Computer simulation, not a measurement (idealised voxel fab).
process module | voxel transistor to metal
cross-section cut | 140 nm wide | cells 5 nm
A cross-section is a grid of square cells, given in bands from the top down. A band is one or more rows of cells.
Each band's line starts with the height of the band's top and of its bottom, in nm. Then come its materials from left to right, each with its width in nm. One material with "throughout" fills the band from edge to edge. "air" is empty space.
Height 0 is the level under which the wafer as received is all one material. The lowest band goes on downwards, as in "0 down".
A width such as "30 to 40" changes by the same amount from each row of cells to the next, from the band's top row to its bottom row.
"no change" after a step means that no cell of the cross-section changed.
closed voids: empty space of 8 cells or more with no open way to the top, each as width x height at its distance from the left edge, in nm
after a step's settings: what the simulator itself notes on the step
overlay nm, on a step with a mask: how far to the right of its planned place the mask lay; to the left if negative
plan
1 op RECEIVE | material Si
2 op OXIDIZE | depth nm 5
3 op CONFORMAL_DEP | material SiN | thk nm 15
4 op MASKED_ETCH | tone cover | mask id ACTIVE | width nm 110 | etch materials SiN | depth nm 15 | overlay nm 0
5 op MASKED_ETCH | tone cover | mask id ACTIVE | width nm 110 | etch materials SiO2 | depth nm 5 | overlay nm 0
6 op MASKED_ETCH | tone cover | mask id ACTIVE | width nm 110 | etch materials Si | depth nm 35 | overlay nm 0
7 op FILL_DEP | material SiO2 | thk nm 5
8 op CMP | height nm 15
9 op SELECTIVE_ETCH | etch materials SiO2 | depth nm 10
10 op STRIP | etch materials SiN
11 op SELECTIVE_ETCH | etch materials SiO2 | depth nm 5
12 op OXIDIZE | depth nm 5
13 op DIRECTIONAL_DEP | material polySi | thk nm 30
14 op DIRECTIONAL_DEP | material SiCN | thk nm 15
15 op DIRECTIONAL_DEP | material aC | thk nm 10
16 op PATTERN | tone cover | mask id GATE | material resist | width nm 20 | thk nm 25 | overlay nm 0
17 op DIRECTIONAL_ETCH | etch materials aC | depth nm 10
18 op STRIP | etch materials resist
19 op DIRECTIONAL_ETCH | etch materials SiCN | depth nm 25
20 op DIRECTIONAL_ETCH | etch materials polySi | depth nm 40
21 op STRIP | etch materials aC
22 op CONFORMAL_DEP | material SiO2 | thk nm 5
23 op DIRECTIONAL_ETCH | etch materials SiO2 | depth nm 5
24 op CONFORMAL_DEP | material SiN | thk nm 5
25 op DIRECTIONAL_ETCH | etch materials SiN | depth nm 5
26 op DIRECTIONAL_ETCH | etch materials SiO2 | depth nm 5
27 op DIRECTIONAL_ETCH | etch materials Si | depth nm 10
28 op EPI | material SiGe | thk nm 15
29 op FILL_DEP | material SiO2 | thk nm 5
30 op CMP | height nm 40
31 op DIRECTIONAL_DEP | material SiO2 | thk nm 15
32 op DIRECTIONAL_DEP | material aC | thk nm 15
33 op PATTERN | tone open | mask id CONTACT | material resist | width nm 20 | pitch nm 80 | thk nm 30 | overlay nm 0
34 op DIRECTIONAL_ETCH | etch materials aC | depth nm 15
35 op STRIP | etch materials resist
36 op DIRECTIONAL_ETCH | etch materials SiO2 | depth nm 50
37 op STRIP | etch materials aC
38 op CONFORMAL_DEP | material TiN | thk nm 5
39 op FILL_DEP | material Ru | thk nm 10
40 op CMP | height nm 55
41 op CONFORMAL_DEP | material SiCN | thk nm 5
42 op DIRECTIONAL_DEP | material SiO2 | thk nm 15
43 op DIRECTIONAL_DEP | material aC | thk nm 15
44 op PATTERN | tone open | mask id METAL_1 | material resist | width nm 20 | pitch nm 80 | thk nm 35 | overlay nm 0
45 op DIRECTIONAL_ETCH | etch materials aC | depth nm 15
46 op STRIP | etch materials resist
47 op DIRECTIONAL_ETCH | etch materials SiO2 | depth nm 15
48 op DIRECTIONAL_ETCH | etch materials SiCN | depth nm 5
49 op STRIP | etch materials aC
50 op CONFORMAL_DEP | material TiN | thk nm 5
51 op FILL_DEP | material W | thk nm 10
52 op CMP | height nm 75
53 op CONFORMAL_DEP | material SiCN | thk nm 5
as received, after step 1
  0 down: Si throughout
  closed voids: none
a wafer at the end: this start, this plan, one mistake
  80 to 75: SiCN throughout
  75 to 60: SiO2 20 | TiN 5 | W 10 | TiN 5 | SiO2 60 | TiN 5 | W 10 | TiN 5 | SiO2 20
  60 to 55: SiCN 20 | TiN 20 | SiCN 60 | TiN 20 | SiCN 20
  55 to 40: SiO2 20 | TiN 5 | Ru 10 | TiN 5 | SiO2 60 | TiN 5 | Ru 10 | TiN 5 | SiO2 20
  40 to 25: SiO2 20 | TiN 5 | Ru 10 | TiN 5 | SiO2 10 | SiN 5 | SiO2 5 | SiCN 20 | SiO2 5 | SiN 5 | SiO2 10 | TiN 5 | Ru 10 | TiN 5 | SiO2 20
  25 to 20: SiO2 20 | TiN 20 | SiO2 10 | SiN 5 | SiO2 5 | polySi 20 | SiO2 5 | SiN 5 | SiO2 10 | TiN 20 | SiO2 20
  20 to 0: SiGe 50 | SiN 5 | SiO2 5 | polySi 20 | SiO2 5 | SiN 5 | SiGe 50
  0 to -5: SiGe 15 | SiN 5 | SiGe 30 | SiN 5 | SiO2 5 | polySi 20 | SiO2 5 | SiN 5 | SiGe 30 | SiN 5 | SiGe 15
  -5 to -10: SiO2 20 | SiGe 30 | SiO2 40 | SiGe 30 | SiO2 20
  -10 to -20: SiO2 15 | Si 5 | SiGe 30 | Si 40 | SiGe 30 | Si 5 | SiO2 15
  -20 to -40: SiO2 15 | Si 110 | SiO2 15
  -40 down: Si throughout
  closed voids: none
what went wrong: step 28 was run twice
